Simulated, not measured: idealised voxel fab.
Name of the process module below: voxel ribs on slabs
Displayed cross-section: cut, width of 295 nm, square cells sized 5 nm.
For the purposes of this document, a cross-section shall be understood as a grid of square cells, specified as bands listed in top-to-bottom order, each band consisting of one or more rows of cells.
It is stipulated that each band's entry specify, in nanometres, the height of the top of the band and then that of its bottom, followed by the materials of the band in left-to-right sequence, each together with its width in nanometres. A single material marked by the word "all across" is understood to fill the band from edge to edge; the word "blank" is understood to denote empty space.
Heights are reckoned from 0. Under this level, the received wafer is all of one material. The bottommost band is open-ended downward, for example "0..down".
The expression "30..40" gives the width at the extremes of the band, the first number at its top row of cells and the second at its bottom row, with the width changing by equal amounts from each row to the next in between.
It should be understood that the words "no alterations made", when stated for a given step, signify that the cross-section underwent no change in any of its cells during that step.
In "Unvented cavities" the enclosed voids are listed, meaning empty spaces of 8 cells or larger without any opening to the top. The form is width x height at distance, distance from the left edge, units nm.
On each step's line, the part that comes after the settings is the simulator's own comment on the step.
overlay nm: where the mask lay relative to plan, measured to the right, on steps with a mask; negatives go left.

-- Intended process steps
| 1 | op RECEIVE | material Si |
| 2 | op DIRECTIONAL_DEP | material SiO2 | thk nm 30 |
| 3 | op DIRECTIONAL_DEP | material SiN | thk nm 25 |
| 4 | op DIRECTIONAL_DEP | material aC | thk nm 15 |
| 5 | op PATTERN | tone cover | mask id RIB | material resist | width nm 15 | thk nm 30 | overlay nm 0 |
| 6 | op DIRECTIONAL_ETCH | etch materials aC | depth nm 15 |
| 7 | op STRIP | etch materials resist |
| 8 | op DIRECTIONAL_ETCH | etch materials SiN | depth nm 20 |
| 9 | op STRIP | etch materials aC |
| 10 | op MASKED_ETCH | tone cover | mask id SLAB | width nm 55 | etch materials SiN | depth nm 5 | overlay nm 0 |
| 11 | op FILL_DEP | material SiO2 | thk nm 30 |
| 12 | op CMP | height nm 75 |
| 13 | op DIRECTIONAL_DEP | material W | thk nm 5 |
| 14 | op DIRECTIONAL_DEP | material aC | thk nm 15 |
| 15 | op PATTERN | tone cover | mask id HEATER | material resist | width nm 25 | thk nm 30 | overlay nm 0 |
| 16 | op DIRECTIONAL_ETCH | etch materials aC | depth nm 15 |
| 17 | op STRIP | etch materials resist |
| 18 | op DIRECTIONAL_ETCH | etch materials W | depth nm 5 |
| 19 | op STRIP | etch materials aC |
| 20 | op CONFORMAL_DEP | material SiN | thk nm 5 |

-- Incoming wafer in cross-section (state: after step 1)
	0..down  Si all across
	Unvented cavities: none

-- Cross-section taken at module completion on the first of two wafers; processed per the plan
	85..80  blank 130 | SiN 35 | blank 130
	80..75  SiN 135 | W 25 | SiN 135
	75..55  SiO2 all across
	55..35  SiO2 140 | SiN 15 | SiO2 140
	35..30  SiO2 120 | SiN 55 | SiO2 120
	30..0  SiO2 all across
	0..down  Si all across
	Unvented cavities: none

-- What the second wafer looks like in cross-section once the module is done. Its start and its plan matched the first wafer's exactly; what differed was one mistake in how it was run
	85..80  blank 130 | SiN 35 | blank 130
	80..75  SiN 135 | W 25 | SiN 135
	75..65  SiO2 140 | SiN 15 | SiO2 140
	65..60  SiO2 120 | SiN 55 | SiO2 120
	60..0  SiO2 all across
	0..down  Si all across
	Unvented cavities: none
The mistake made against the process plan was this: step 2 in the plan was executed twice
Once processing is complete, comparing cell counts shows that the second wafer has more or fewer of certain materials than the first: SiN: 6 fewer, SiO2: 6 more
